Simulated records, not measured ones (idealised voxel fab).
Name of the process module below: voxel tone inversion
FYI the section here is cut, 160 nm wide, cells are 5 nm squares.
We lay out every cross-section as a grid of square cells and spell it out in bands from the top down, where one band means one or more rows of cells. This entry defines a band. It first specifies the height of the band's top and the height of its bottom in nm, and then specifies the band's materials from left to right, stating each material with its width in nm. The word "everywhere" identifies a single material that fills the band from edge to edge, while the word "empty" identifies empty space. Ref level 0: as-received wafer is one material below here. Bottom band extends down with no lower bound ("0 -> down"). The width entry "30..40" should be interpreted row by row: the top row of cells in the band takes the first number, the bottom row takes the second number, and the change between adjacent rows is uniform throughout. Basically "no alterations made" means that step didn't change any cell in the cross-section. Listed in "Voids, sealed": every empty space of 8 or more cells without an open way to the top. Form: width x height at distance, the distance being from the left edge, all in nm. What comes after the settings on a step's line is commentary from the simulator itself on that step. For masked steps, "overlay nm" on the step line gives how far right of plan the mask actually lay; a minus sign means it lay to the left.

Intended process steps:
1: RECEIVE, material Si
2: CONFORMAL_DEP, material SiN, thk nm 10
3: DIRECTIONAL_DEP, material aC, thk nm 15
4: PATTERN, tone cover, mask id POSTS, material resist, width nm 15, pitch nm 50, thk nm 20, overlay nm 0
5: DIRECTIONAL_ETCH, etch materials aC, depth nm 15
6: STRIP, etch materials resist
7: FILL_DEP, material SiO2, thk nm 5
8: CMP, height nm 25
9: STRIP, etch materials aC
Split variable: width nm, step 4. Plan value = first wafer. Wafers start alike.

Cross-sectional view of the first of several wafers in the as-received condition, corresponding to the state following step 1:
0 -> down: Si everywhere
Voids, sealed: none

Post step 9, the closing step of the module: first of several wafers, cross-sectioned:
25 -> 10: SiO2=25, then empty=15, then SiO2=35, then empty=15, then SiO2=35, then empty=15, then SiO2=20
10 -> 0: SiN everywhere
0 -> down: Si everywhere
Voids, sealed: none

Last wafer of the set, cross-sectioned at end of module:
25 -> 10: SiO2=15, then empty=30, then SiO2=20, then empty=30, then SiO2=20, then empty=30, then SiO2=15
10 -> 0: SiN everywhere
0 -> down: Si everywhere
Voids, sealed: none

Below: a row per wafer. Contents at end of module: for every material, cells gained since receipt (+) or lost since receipt (-); then closed voids:
width nm 15; +64 SiN; +69 SiO2; Voids, sealed: none
width nm 20; +64 SiN; +60 SiO2; Voids, sealed: none
width nm 25; +64 SiN; +51 SiO2; Voids, sealed: none
width nm 30; +64 SiN; +42 SiO2; Voids, sealed: none
